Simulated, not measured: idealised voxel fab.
The document below concerns the process module designated voxel gate over fins.
Section shown: cut. Width: 240 nm. Cell size: 5 nm, square.
A cross-section is written here as square cells arranged in a grid, and it is given in bands from the top down, each band taking up one or more rows of cells. Top height, bottom height, nm. Materials left to right, width each, nm. Single material + "everywhere" = fills band edge to edge. "empty" = empty. Ref level 0: as-received wafer is one material below here. Bottom band extends down with no lower bound ("0 nm and below"). Think of "30->40" as a width that walks from the first number to the second as you go down the band, top row to bottom row, taking equal-sized steps from row to row. You'll sometimes find "no alterations made" written for a step, and that's the way of saying that nowhere in the cross-section did a cell change during that step. "Sealed internal cavities" enumerates empty spaces isolated from the top, with no open way to it, that contain at least 8 cells, giving each as width x height at distance from the left edge, all three in nm. Anything after a step's settings on that line? It's the simulator's own note about the step. A step line may carry the setting "overlay nm", which, for steps involving a mask, states the distance by which the mask lay to the right of its intended position; negative values denote displacement to the left.

-- Set out below are the planned steps of the process
1. RECEIVE,material Si
2. CONFORMAL_DEP,material SiN,thk nm 5
3. PATTERN,tone cover,mask id FINS,material resist,width nm 15,pitch nm 40,thk nm 15,overlay nm -15
4. DIRECTIONAL_ETCH,etch materials SiN,depth nm 5
5. DIRECTIONAL_ETCH,etch materials Si,depth nm 30
6. STRIP,etch materials resist
7. OXIDIZE,depth nm 5
8. FILL_DEP,material SiO2,thk nm 15
9. CMP,height nm 5
10. SELECTIVE_ETCH,etch materials SiO2,depth nm 15
11. STRIP,etch materials SiN
12. CONFORMAL_DEP,material HfO2,thk nm 5
13. CONFORMAL_DEP,material TiN,thk nm 5
14. FILL_DEP,material W,thk nm 10
15. CMP,height nm 15
16. CONFORMAL_DEP,material SiN,thk nm 5
Heads up: all these wafers start the same, and what changes between them is the overlay nm in step 3. The value you see in the plan is just what the first wafer got.

-- Here's the first of the wafers in cross-section, just as we got it, i.e. after step 1
- 0 nm and below  Si everywhere
- Sealed internal cavities: none

-- Take any row and you have a wafer at the end of the module: how many cells of each material it has gained (+) or lost (-) since it was received, and then its closed voids
overlay nm -15 | +64 HfO2 | -308 Si | +48 SiN | +220 SiO2 | +64 TiN | +104 W | Sealed internal cavities: none
overlay nm -10 | +64 HfO2 | -308 Si | +48 SiN | +220 SiO2 | +64 TiN | +104 W | Sealed internal cavities: none
overlay nm -5 | +64 HfO2 | -308 Si | +48 SiN | +220 SiO2 | +64 TiN | +104 W | Sealed internal cavities: none
overlay nm 0 | +64 HfO2 | -308 Si | +48 SiN | +220 SiO2 | +64 TiN | +104 W | Sealed internal cavities: none
overlay nm 5 | +64 HfO2 | -308 Si | +48 SiN | +220 SiO2 | +64 TiN | +104 W | Sealed internal cavities: none
overlay nm 10 | +64 HfO2 | -308 Si | +48 SiN | +220 SiO2 | +64 TiN | +104 W | Sealed internal cavities: none
overlay nm 15 | +64 HfO2 | -308 Si | +48 SiN | +220 SiO2 | +64 TiN | +104 W | Sealed internal cavities: none
